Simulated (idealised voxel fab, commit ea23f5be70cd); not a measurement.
Module name: voxel transistor to metal (process module)
It is cross-section cut that appears here, measuring 270 nm in width, its square cells being 5 nm in size.
Heads up, the way a cross-section reads in here is a grid of square cells, handed over as bands from the top down, with every band being one or more rows of cells.
A band entry consists of two parts. The first gives the height of the band's top and the height of its bottom, in nm. The rest lists the band's materials from left to right, each with its width in nm. A single material labelled with the word "full width" fills the band from edge to edge, and the word "blank" marks empty space.
We count height from 0. Below that, the starting wafer is all one material. The lowest band never ends at the bottom but goes on down; see "0 and below" for how that is written.
The width entry "30..40" should be interpreted row by row: the top row of cells in the band takes the first number, the bottom row takes the second number, and the change between adjacent rows is uniform throughout.
Where a step carries "no alterations made", the cross-section came out of it unchanged, cell for cell.
Empty spaces without an open route to the top, at least 8 cells in extent, make up the entry "Enclosed empty spaces"; each is given as width x height at distance, where the distance is measured from the left edge, and all are in nm.
after a step's settings: what the simulator itself notes on the step
Each step line may optionally specify "overlay nm", which for a step with a mask gives the rightward distance between the mask's planned place and where it lay, a negative value indicating the leftward direction.

# Planned process steps
| 1 | RECEIVE,material Si |
| 2 | CONFORMAL_DEP,material SiO2,thk nm 5 |
| 3 | CONFORMAL_DEP,material SiN,thk nm 15 |
| 4 | PATTERN,tone cover,mask id ACTIVE,material resist,width nm 100,pitch nm 130,thk nm 20,overlay nm 0 |
| 5 | DIRECTIONAL_ETCH,etch materials SiN,depth nm 15 |
| 6 | DIRECTIONAL_ETCH,etch materials SiO2,depth nm 5 |
| 7 | DIRECTIONAL_ETCH,etch materials Si,depth nm 30 |
| 8 | STRIP,etch materials resist |
| 9 | OXIDIZE,depth nm 5 |
| 10 | FILL_DEP,material SiO2,thk nm 5 |
| 11 | CMP,height nm 20 |
| 12 | SELECTIVE_ETCH,etch materials SiO2,depth nm 15 |
| 13 | STRIP,etch materials SiN |
| 14 | SELECTIVE_ETCH,etch materials SiO2,depth nm 5 |
| 15 | OXIDIZE,depth nm 5 |
| 16 | DIRECTIONAL_DEP,material polySi,thk nm 25 |
| 17 | DIRECTIONAL_DEP,material SiCN,thk nm 10 |
| 18 | MASKED_ETCH,tone cover,mask id GATE,width nm 20,pitch nm 130,etch materials SiCN,depth nm 20,overlay nm 0 |
| 19 | MASKED_ETCH,tone cover,mask id GATE,width nm 20,pitch nm 130,etch materials polySi,depth nm 35,overlay nm 0 |
| 20 | CONFORMAL_DEP,material SiO2,thk nm 5 |
| 21 | DIRECTIONAL_ETCH,etch materials SiO2,depth nm 5 |
| 22 | CONFORMAL_DEP,material SiN,thk nm 5 |
| 23 | DIRECTIONAL_ETCH,etch materials SiN,depth nm 5 |
| 24 | DIRECTIONAL_ETCH,etch materials SiO2,depth nm 5 |
| 25 | DIRECTIONAL_ETCH,etch materials Si,depth nm 15 |
| 26 | EPI,material pSi,thk nm 20 |
| 27 | FILL_DEP,material SiO2,thk nm 5 |
| 28 | CMP,height nm 35 |
| 29 | DIRECTIONAL_DEP,material SiO2,thk nm 15 |
| 30 | MASKED_ETCH,tone open,mask id CONTACT,width nm 15,etch materials SiO2,depth nm 50,overlay nm 0 |
| 31 | CONFORMAL_DEP,material TiN,thk nm 5 |
| 32 | FILL_DEP,material Ru,thk nm 10 |
| 33 | CMP,height nm 50 |
| 34 | CONFORMAL_DEP,material SiN,thk nm 5 |
| 35 | DIRECTIONAL_DEP,material lowk,thk nm 15 |
| 36 | PATTERN,tone open,mask id METAL_1,material resist,width nm 15,thk nm 20,overlay nm 0 |
| 37 | DIRECTIONAL_ETCH,etch materials lowk,depth nm 15 |
| 38 | DIRECTIONAL_ETCH,etch materials SiN,depth nm 5 |
| 39 | STRIP,etch materials resist |
| 40 | CONFORMAL_DEP,material TiN,thk nm 5 |
| 41 | FILL_DEP,material W,thk nm 5 |
| 42 | CMP,height nm 70 |
| 43 | EPI,material Ru,thk nm 5 |
| 44 | FILL_DEP,material SiCN,thk nm 5 |
The plan's step 36 width nm is the first wafer's value; the wafers differ in this setting and start identical.

# As received, i.e. after step 1: cross-section through the first of several wafers
	0 and below | Si full width
	Enclosed empty spaces: none

# Heads up, this table goes wafer by wafer. A row tells you, at the end of the module, how many cells of each material that wafer has put on (+) or dropped (-) since it was received, and then its closed voids
width nm 15 | +44 Ru | -222 Si | +104 SiCN | +70 SiN | +450 SiO2 | +108 TiN | +12 W | +126 lowk | +132 pSi | +40 polySi | Enclosed empty spaces: none
width nm 20 | +48 Ru | -222 Si | +100 SiCN | +66 SiN | +450 SiO2 | +112 TiN | +24 W | +114 lowk | +132 pSi | +40 polySi | Enclosed empty spaces: none
width nm 25 | +52 Ru | -222 Si | +96 SiCN | +62 SiN | +450 SiO2 | +116 TiN | +36 W | +102 lowk | +132 pSi | +40 polySi | Enclosed empty spaces: none
width nm 30 | +56 Ru | -222 Si | +92 SiCN | +58 SiN | +450 SiO2 | +120 TiN | +48 W | +90 lowk | +132 pSi | +40 polySi | Enclosed empty spaces: none
